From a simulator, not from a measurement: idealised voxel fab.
The document below concerns the process module designated voxel capacitor over wiring.
We display cut, a cross-section 175 nm in width whose square cells are each 5 nm.
We lay out every cross-section as a grid of square cells and spell it out in bands from the top down, where one band means one or more rows of cells. It is stipulated that each band's entry specify, in nanometres, the height of the top of the band and then that of its bottom, followed by the materials of the band in left-to-right sequence, each together with its width in nanometres. A single material marked by the word "throughout" is understood to fill the band from edge to edge; the word "blank" is understood to denote empty space. Height reference: 0 = level under which incoming wafer is all one material. Lowest band: no bottom, runs on downward, e.g. "top 0, no bottom". The notation "30->40" denotes a width that varies across the rows of cells in the band, beginning at the first number in the top row, finishing at the second number in the bottom row, and changing by an identical amount from each row to the next. Where a step carries "remained the same", the cross-section came out of it unchanged, cell for cell. Sealed voids: empty space of 8 cells or more with no open way to the top, each as width x height at its distance from the left edge, in nm. That trailing text on a step's line, after the settings, is the simulator's own remark on the step. Among the settings permitted on a step's line is "overlay nm"; applied to a step with a mask, it specifies the extent to which the mask lay to the right of its planned position, whereas a negative figure signifies a position to the left.

[Intended process steps]
step 1: RECEIVE [material Si]
step 2: CONFORMAL_DEP [material SiO2] [thk nm 15]
step 3: DIRECTIONAL_DEP [material TiN] [thk nm 5]
step 4: DIRECTIONAL_DEP [material Ru] [thk nm 20]
step 5: DIRECTIONAL_DEP [material aC] [thk nm 15]
step 6: PATTERN [tone cover] [mask id METAL_1] [material resist] [width nm 30] [pitch nm 80] [thk nm 35] [overlay nm 0]
step 7: DIRECTIONAL_ETCH [etch materials aC] [depth nm 15]
step 8: STRIP [etch materials resist]
step 9: DIRECTIONAL_ETCH [etch materials Ru] [depth nm 20]
step 10: DIRECTIONAL_ETCH [etch materials TiN] [depth nm 5]
step 11: STRIP [etch materials aC]
step 12: FILL_DEP [material lowk] [thk nm 5]
step 13: CMP [height nm 40]
step 14: CONFORMAL_DEP [material SiCN] [thk nm 5]
step 15: DIRECTIONAL_DEP [material lowk] [thk nm 20]
step 16: DIRECTIONAL_DEP [material aC] [thk nm 10]
step 17: PATTERN [tone open] [mask id PLUG_1] [material resist] [width nm 15] [thk nm 25] [overlay nm 0]
step 18: DIRECTIONAL_ETCH [etch materials aC] [depth nm 10]
step 19: STRIP [etch materials resist]
step 20: DIRECTIONAL_ETCH [etch materials lowk] [depth nm 20]
step 21: DIRECTIONAL_ETCH [etch materials SiCN] [depth nm 5]
step 22: STRIP [etch materials aC]
step 23: CONFORMAL_DEP [material TiN] [thk nm 5]
step 24: FILL_DEP [material Ru] [thk nm 5]
step 25: CMP [height nm 65]
step 26: DIRECTIONAL_DEP [material TiN] [thk nm 10]
step 27: DIRECTIONAL_DEP [material SiN] [thk nm 5]
step 28: DIRECTIONAL_DEP [material TiN] [thk nm 10]
step 29: DIRECTIONAL_DEP [material aC] [thk nm 15]
step 30: PATTERN [tone cover] [mask id UPPER_PLATE] [material resist] [width nm 55] [thk nm 30] [overlay nm 0]
step 31: DIRECTIONAL_ETCH [etch materials aC] [depth nm 15]
step 32: STRIP [etch materials resist]
step 33: DIRECTIONAL_ETCH [etch materials TiN] [depth nm 10]
step 34: DIRECTIONAL_ETCH [etch materials SiN] [depth nm 5]
step 35: STRIP [etch materials aC]
step 36: DIRECTIONAL_DEP [material aC] [thk nm 10]
step 37: PATTERN [tone cover] [mask id LOWER_PLATE] [material resist] [width nm 65] [thk nm 30] [overlay nm 0]
step 38: DIRECTIONAL_ETCH [etch materials aC] [depth nm 10]
step 39: STRIP [etch materials resist]
step 40: DIRECTIONAL_ETCH [etch materials TiN] [depth nm 10]
step 41: STRIP [etch materials aC]
step 42: FILL_DEP [material SiO2] [thk nm 20]
step 43: CMP [height nm 105]
step 44: MASKED_ETCH [tone open] [mask id PLUG_2] [width nm 15] [etch materials SiO2] [depth nm 15] [overlay nm 0]
step 45: CONFORMAL_DEP [material TiN] [thk nm 5]
step 46: FILL_DEP [material Ru] [thk nm 5]
step 47: CMP [height nm 105]
step 48: CONFORMAL_DEP [material SiCN] [thk nm 5]

[The first of a set of two wafers, run to plan]

[Wafer as received: cross-section following step 1]
* top 0, no bottom = Si throughout
* Sealed voids: none

[Sectional view: wafer, after step 2]
* top 15, bottom 0 = SiO2 throughout
* Under the height 0 nothing was changed.

[Sectional view: wafer, after step 3]
* top 20, bottom 15 = TiN throughout
* Under the height 15 nothing was changed.

[Sectional view: wafer, after step 4]
* top 40, bottom 20 = Ru throughout
* Under the height 20 nothing was changed.

[Sectional view: wafer, after step 5]
* top 55, bottom 40 = aC throughout
* Under the height 40 nothing was changed.

[Sectional view: wafer, after step 6]
* top 90, bottom 55 = blank=30 | resist=30 | blank=50 | resist=30 | blank=35
* Under the height 55 nothing was changed.

[Sectional view: wafer, after step 7]
* top 75, bottom 55 = blank=30 | resist=30 | blank=50 | resist=30 | blank=35
* top 55, bottom 40 = blank=30 | aC=30 | blank=50 | aC=30 | blank=35
* Under the height 40 nothing was changed.

[Sectional view: wafer, after step 8]
* top 55, bottom 40 = blank=30 | aC=30 | blank=50 | aC=30 | blank=35
* Under the height 40 nothing was changed.

[Sectional view: wafer, after step 9]
* top 55, bottom 40 = blank=30 | aC=30 | blank=50 | aC=30 | blank=35
* top 40, bottom 20 = blank=30 | Ru=30 | blank=50 | Ru=30 | blank=35
* Under the height 20 nothing was changed.

[Sectional view: wafer, after step 10]
* top 55, bottom 40 = blank=30 | aC=30 | blank=50 | aC=30 | blank=35
* top 40, bottom 20 = blank=30 | Ru=30 | blank=50 | Ru=30 | blank=35
* top 20, bottom 15 = blank=30 | TiN=30 | blank=50 | TiN=30 | blank=35
* Under the height 15 nothing was changed.

[Sectional view: wafer, after step 11]
* top 40, bottom 20 = blank=30 | Ru=30 | blank=50 | Ru=30 | blank=35
* Under the height 20 nothing was changed.

[Sectional view: wafer, after step 12]
* top 45, bottom 40 = lowk throughout
* top 40, bottom 20 = lowk=30 | Ru=30 | lowk=50 | Ru=30 | lowk=35
* top 20, bottom 15 = lowk=30 | TiN=30 | lowk=50 | TiN=30 | lowk=35
* Under the height 15 nothing was changed.

[Sectional view: wafer, after step 13]
* top 40, bottom 20 = lowk=30 | Ru=30 | lowk=50 | Ru=30 | lowk=35
* Under the height 20 nothing was changed.

[Sectional view: wafer, after step 14]
* top 45, bottom 40 = SiCN throughout
* Under the height 40 nothing was changed.

[Sectional view: wafer, after step 15]
* top 65, bottom 45 = lowk throughout
* Under the height 45 nothing was changed.

[Sectional view: wafer, after step 16]
* top 75, bottom 65 = aC throughout
* Under the height 65 nothing was changed.

[Sectional view: wafer, after step 17]
* top 100, bottom 75 = resist=45 | blank=15 | resist=115
* Under the height 75 nothing was changed.

[Sectional view: wafer, after step 18]
* top 90, bottom 75 = resist=45 | blank=15 | resist=115
* top 75, bottom 65 = aC=45 | blank=15 | aC=115
* Under the height 65 nothing was changed.

[Sectional view: wafer, after step 19]
* top 75, bottom 65 = aC=45 | blank=15 | aC=115
* Under the height 65 nothing was changed.

[Sectional view: wafer, after step 20]
* top 75, bottom 65 = aC=45 | blank=15 | aC=115
* top 65, bottom 45 = lowk=45 | blank=15 | lowk=115
* Under the height 45 nothing was changed.

[Sectional view: wafer, after step 21]
* top 75, bottom 65 = aC=45 | blank=15 | aC=115
* top 65, bottom 45 = lowk=45 | blank=15 | lowk=115
* top 45, bottom 40 = SiCN=45 | blank=15 | SiCN=115
* Under the height 40 nothing was changed.

[Sectional view: wafer, after step 22]
* top 65, bottom 45 = lowk=45 | blank=15 | lowk=115
* Under the height 45 nothing was changed.

[Sectional view: wafer, after step 23]
* top 70, bottom 65 = TiN=50 | blank=5 | TiN=120
* top 65, bottom 45 = lowk=45 | TiN=5 | blank=5 | TiN=5 | lowk=115
* top 45, bottom 40 = SiCN=45 | TiN=15 | SiCN=115
* Under the height 40 nothing was changed.

[Sectional view: wafer, after step 24]
* top 75, bottom 70 = Ru throughout
* top 70, bottom 65 = TiN=50 | Ru=5 | TiN=120
* top 65, bottom 45 = lowk=45 | TiN=5 | Ru=5 | TiN=5 | lowk=115
* Under the height 45 nothing was changed.

[Sectional view: wafer, after step 25]
* top 65, bottom 45 = lowk=45 | TiN=5 | Ru=5 | TiN=5 | lowk=115
* Under the height 45 nothing was changed.

[Sectional view: wafer, after step 26]
* top 75, bottom 65 = TiN throughout
* Under the height 65 nothing was changed.

[Sectional view: wafer, after step 27]
* top 80, bottom 75 = SiN throughout
* Under the height 75 nothing was changed.

[Sectional view: wafer, after step 28]
* top 90, bottom 80 = TiN throughout
* Under the height 80 nothing was changed.

[Sectional view: wafer, after step 29]
* top 105, bottom 90 = aC throughout
* Under the height 90 nothing was changed.

[Sectional view: wafer, after step 30]
* top 135, bottom 105 = blank=45 | resist=55 | blank=75
* Under the height 105 nothing was changed.

[Sectional view: wafer, after step 31]
* top 120, bottom 105 = blank=45 | resist=55 | blank=75
* top 105, bottom 90 = blank=45 | aC=55 | blank=75
* Under the height 90 nothing was changed.

[Sectional view: wafer, after step 32]
* top 105, bottom 90 = blank=45 | aC=55 | blank=75
* Under the height 90 nothing was changed.

[Sectional view: wafer, after step 33]
* top 105, bottom 90 = blank=45 | aC=55 | blank=75
* top 90, bottom 80 = blank=45 | TiN=55 | blank=75
* Under the height 80 nothing was changed.

[Sectional view: wafer, after step 34]
* top 105, bottom 90 = blank=45 | aC=55 | blank=75
* top 90, bottom 80 = blank=45 | TiN=55 | blank=75
* top 80, bottom 75 = blank=45 | SiN=55 | blank=75
* Under the height 75 nothing was changed.

[Sectional view: wafer, after step 35]
* top 90, bottom 80 = blank=45 | TiN=55 | blank=75
* Under the height 80 nothing was changed.

[Sectional view: wafer, after step 36]
* top 100, bottom 90 = blank=45 | aC=55 | blank=75
* top 90, bottom 85 = blank=45 | TiN=55 | blank=75
* top 85, bottom 80 = aC=45 | TiN=55 | aC=75
* top 80, bottom 75 = aC=45 | SiN=55 | aC=75
* Under the height 75 nothing was changed.

[Sectional view: wafer, after step 37]
* top 130, bottom 100 = blank=40 | resist=65 | blank=70
* top 100, bottom 90 = blank=40 | resist=5 | aC=55 | resist=5 | blank=70
* top 90, bottom 85 = blank=40 | resist=5 | TiN=55 | resist=5 | blank=70
* Under the height 85 nothing was changed.

[Sectional view: wafer, after step 38]
* top 120, bottom 100 = blank=40 | resist=65 | blank=70
* top 100, bottom 90 = blank=40 | resist=5 | aC=55 | resist=5 | blank=70
* top 90, bottom 85 = blank=40 | resist=5 | TiN=55 | resist=5 | blank=70
* top 85, bottom 80 = blank=40 | aC=5 | TiN=55 | aC=5 | blank=70
* top 80, bottom 75 = blank=40 | aC=5 | SiN=55 | aC=5 | blank=70
* Under the height 75 nothing was changed.

[Sectional view: wafer, after step 39]
* top 100, bottom 90 = blank=45 | aC=55 | blank=75
* top 90, bottom 85 = blank=45 | TiN=55 | blank=75
* Under the height 85 nothing was changed.

[Sectional view: wafer, after step 40]
* top 100, bottom 90 = blank=45 | aC=55 | blank=75
* top 90, bottom 85 = blank=45 | TiN=55 | blank=75
* top 85, bottom 80 = blank=40 | aC=5 | TiN=55 | aC=5 | blank=70
* top 80, bottom 75 = blank=40 | aC=5 | SiN=55 | aC=5 | blank=70
* top 75, bottom 65 = blank=40 | TiN=65 | blank=70
* Under the height 65 nothing was changed.

[Sectional view: wafer, after step 41]
* top 90, bottom 80 = blank=45 | TiN=55 | blank=75
* top 80, bottom 75 = blank=45 | SiN=55 | blank=75
* Under the height 75 nothing was changed.

[Sectional view: wafer, after step 42]
* top 110, bottom 90 = SiO2 throughout
* top 90, bottom 80 = SiO2=45 | TiN=55 | SiO2=75
* top 80, bottom 75 = SiO2=45 | SiN=55 | SiO2=75
* top 75, bottom 65 = SiO2=40 | TiN=65 | SiO2=70
* Under the height 65 nothing was changed.

[Sectional view: wafer, after step 43]
* top 105, bottom 90 = SiO2 throughout
* Under the height 90 nothing was changed.

[Sectional view: wafer, after step 44]
* top 105, bottom 90 = SiO2=55 | blank=15 | SiO2=105
* Under the height 90 nothing was changed.

[Sectional view: wafer, after step 45]
* top 110, bottom 105 = TiN=60 | blank=5 | TiN=110
* top 105, bottom 95 = SiO2=55 | TiN=5 | blank=5 | TiN=5 | SiO2=105
* top 95, bottom 90 = SiO2=55 | TiN=15 | SiO2=105
* Under the height 90 nothing was changed.

[Sectional view: wafer, after step 46]
* top 115, bottom 110 = Ru throughout
* top 110, bottom 105 = TiN=60 | Ru=5 | TiN=110
* top 105, bottom 95 = SiO2=55 | TiN=5 | Ru=5 | TiN=5 | SiO2=105
* Under the height 95 nothing was changed.

[Sectional view: wafer, after step 47]
* top 105, bottom 95 = SiO2=55 | TiN=5 | Ru=5 | TiN=5 | SiO2=105
* Under the height 95 nothing was changed.

[Sectional view: wafer, after step 48]
* top 110, bottom 105 = SiCN throughout
* Under the height 105 nothing was changed.

[Wafer two. Same start, same plan, one slip in execution. Same as wafer one through step 26, inclusive]

[Second wafer cross-section, taken as of the time the plan sets for step 27 to be done]
* top 85, bottom 65 = TiN throughout
* Under the height 65 nothing was changed.

[Second wafer cross-section, taken as of the time the plan sets for step 28 to be done]
* top 90, bottom 85 = SiN throughout
* Under the height 85 nothing was changed.

[Second wafer cross-section, taken as of the time the plan sets for step 29 to be done]
* top 105, bottom 90 = aC throughout
* Under the height 90 nothing was changed.

[Second wafer cross-section, taken as of the time the plan sets for step 30 to be done]
* top 135, bottom 105 = blank=45 | resist=55 | blank=75
* Under the height 105 nothing was changed.

[Second wafer cross-section, taken as of the time the plan sets for step 31 to be done]
* top 120, bottom 105 = blank=45 | resist=55 | blank=75
* top 105, bottom 90 = blank=45 | aC=55 | blank=75
* Under the height 90 nothing was changed.

[Second wafer cross-section, taken as of the time the plan sets for step 32 to be done]
* top 105, bottom 90 = blank=45 | aC=55 | blank=75
* Under the height 90 nothing was changed.

Second wafer cross-section, taken as of the time the plan sets for step 33 to be done: remained the same

[Second wafer cross-section, taken as of the time the plan sets for step 34 to be done]
* top 105, bottom 90 = blank=45 | aC=55 | blank=75
* top 90, bottom 85 = blank=45 | SiN=55 | blank=75
* Under the height 85 nothing was changed.

[Second wafer cross-section, taken as of the time the plan sets for step 35 to be done]
* top 90, bottom 85 = blank=45 | SiN=55 | blank=75
* Under the height 85 nothing was changed.

[Second wafer cross-section, taken as of the time the plan sets for step 36 to be done]
* top 100, bottom 95 = blank=45 | aC=55 | blank=75
* top 95, bottom 90 = aC throughout
* top 90, bottom 85 = aC=45 | SiN=55 | aC=75
* Under the height 85 nothing was changed.

[Second wafer cross-section, taken as of the time the plan sets for step 37 to be done]
* top 130, bottom 100 = blank=40 | resist=65 | blank=70
* top 100, bottom 95 = blank=40 | resist=5 | aC=55 | resist=5 | blank=70
* Under the height 95 nothing was changed.

[Second wafer cross-section, taken as of the time the plan sets for step 38 to be done]
* top 120, bottom 100 = blank=40 | resist=65 | blank=70
* top 100, bottom 95 = blank=40 | resist=5 | aC=55 | resist=5 | blank=70
* top 95, bottom 90 = blank=40 | aC=65 | blank=70
* top 90, bottom 85 = blank=40 | aC=5 | SiN=55 | aC=5 | blank=70
* Under the height 85 nothing was changed.

[Second wafer cross-section, taken as of the time the plan sets for step 39 to be done]
* top 100, bottom 90 = blank=45->40 | aC=55->65 | blank=75->70
* Under the height 90 nothing was changed.

[Second wafer cross-section, taken as of the time the plan sets for step 40 to be done]
* top 100, bottom 90 = blank=45->40 | aC=55->65 | blank=75->70
* top 90, bottom 85 = blank=40 | aC=5 | SiN=55 | aC=5 | blank=70
* top 85, bottom 75 = blank=40 | TiN=65 | blank=70
* Under the height 75 nothing was changed.

[Second wafer cross-section, taken as of the time the plan sets for step 41 to be done]
* top 90, bottom 85 = blank=45 | SiN=55 | blank=75
* Under the height 85 nothing was changed.

[Second wafer cross-section, taken as of the time the plan sets for step 42 to be done]
* top 110, bottom 90 = SiO2 throughout
* top 90, bottom 85 = SiO2=45 | SiN=55 | SiO2=75
* top 85, bottom 75 = SiO2=40 | TiN=65 | SiO2=70
* Under the height 75 nothing was changed.

[Second wafer cross-section, taken as of the time the plan sets for step 43 to be done]
* top 105, bottom 90 = SiO2 throughout
* Under the height 90 nothing was changed.

[Second wafer cross-section, taken as of the time the plan sets for step 44 to be done]
* top 105, bottom 90 = SiO2=55 | blank=15 | SiO2=105
* Under the height 90 nothing was changed.

[Second wafer cross-section, taken as of the time the plan sets for step 45 to be done]
* top 110, bottom 105 = TiN=60 | blank=5 | TiN=110
* top 105, bottom 95 = SiO2=55 | TiN=5 | blank=5 | TiN=5 | SiO2=105
* top 95, bottom 90 = SiO2=55 | TiN=15 | SiO2=105
* Under the height 90 nothing was changed.

[Second wafer cross-section, taken as of the time the plan sets for step 46 to be done]
* top 115, bottom 110 = Ru throughout
* top 110, bottom 105 = TiN=60 | Ru=5 | TiN=110
* top 105, bottom 95 = SiO2=55 | TiN=5 | Ru=5 | TiN=5 | SiO2=105
* Under the height 95 nothing was changed.

[Second wafer cross-section, taken as of the time the plan sets for step 47 to be done]
* top 105, bottom 95 = SiO2=55 | TiN=5 | Ru=5 | TiN=5 | SiO2=105
* Under the height 95 nothing was changed.

[Second wafer cross-section, taken as of the time the plan sets for step 48 to be done]
* top 110, bottom 105 = SiCN throughout
* Under the height 105 nothing was changed.
The mistake made against the process plan was this: a sequencing error occurred in which plan steps 27 and 28 were transposed
Upon completion, the second wafer contains, in terms of cells, a greater or smaller amount of certain materials than the first wafer: SiO2: 48 fewer, TiN: 48 more
